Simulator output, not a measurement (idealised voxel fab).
process module | voxel self aligned contacts
cross-section cut | 155 nm wide | cells 5 nm
A cross-section is a grid of square cells, given in bands from the top down. A band is one or more rows of cells.
Each band's line starts with the height of the band's top and of its bottom, in nm. Then come its materials from left to right, each with its width in nm. One material with "throughout" fills the band from edge to edge. "air" is empty space.
Height 0 is the level under which the wafer as received is all one material. The lowest band goes on downwards, as in "0 down".
A width such as "30 to 40" changes by the same amount from each row of cells to the next, from the band's top row to its bottom row.
"no change" after a step means that no cell of the cross-section changed.
closed voids: empty space of 8 cells or more with no open way to the top, each as width x height at its distance from the left edge, in nm
after a step's settings: what the simulator itself notes on the step
overlay nm, on a step with a mask: how far to the right of its planned place the mask lay; to the left if negative
plan
1 op RECEIVE | material Si
2 op OXIDIZE | depth nm 5
3 op DIRECTIONAL_DEP | material polySi | thk nm 20
4 op DIRECTIONAL_DEP | material SiN | thk nm 25
5 op MASKED_ETCH | tone cover | mask id GATE | width nm 35 | pitch nm 75 | etch materials SiN | depth nm 25 | overlay nm 0
6 op MASKED_ETCH | tone cover | mask id GATE | width nm 35 | pitch nm 75 | etch materials polySi | depth nm 20 | overlay nm 0
7 op CONFORMAL_DEP | material SiN | thk nm 10
8 op DIRECTIONAL_ETCH | etch materials SiN | depth nm 10
9 op FILL_DEP | material SiO2 | thk nm 15
10 op CMP | height nm 50
11 op DIRECTIONAL_DEP | material aC | thk nm 10
12 op PATTERN | tone open | mask id CONTACT | material resist | width nm 60 | thk nm 25 | overlay nm 0
13 op DIRECTIONAL_ETCH | etch materials aC | depth nm 10
14 op STRIP | etch materials resist
15 op DIRECTIONAL_ETCH | etch materials SiO2 | depth nm 55
16 op STRIP | etch materials aC
17 op CONFORMAL_DEP | material TiN | thk nm 5
18 op FILL_DEP | material W | thk nm 5
19 op CMP | height nm 50
20 op CONFORMAL_DEP | material SiCN | thk nm 5
as received, after step 1
  0 down: Si throughout
  closed voids: none
a wafer at the end: this start, this plan, one mistake
  65 to 50: SiCN throughout
  50 to 45: SiO2 45 | TiN 25 | W 10 | TiN 25 | SiO2 50
  45 to 20: SiO2 10 | SiN 55 | TiN 5 | W 10 | TiN 5 | SiN 55 | SiO2 15
  20 to 0: SiO2 10 | SiN 10 | polySi 35 | SiN 10 | TiN 5 | W 10 | TiN 5 | SiN 10 | polySi 35 | SiN 10 | SiO2 15
  0 to -5: SiO2 65 | TiN 20 | SiO2 70
  -5 down: Si throughout
  closed voids: none
what went wrong: step 20 ran as: op CONFORMAL_DEP | material SiCN | thk nm 15
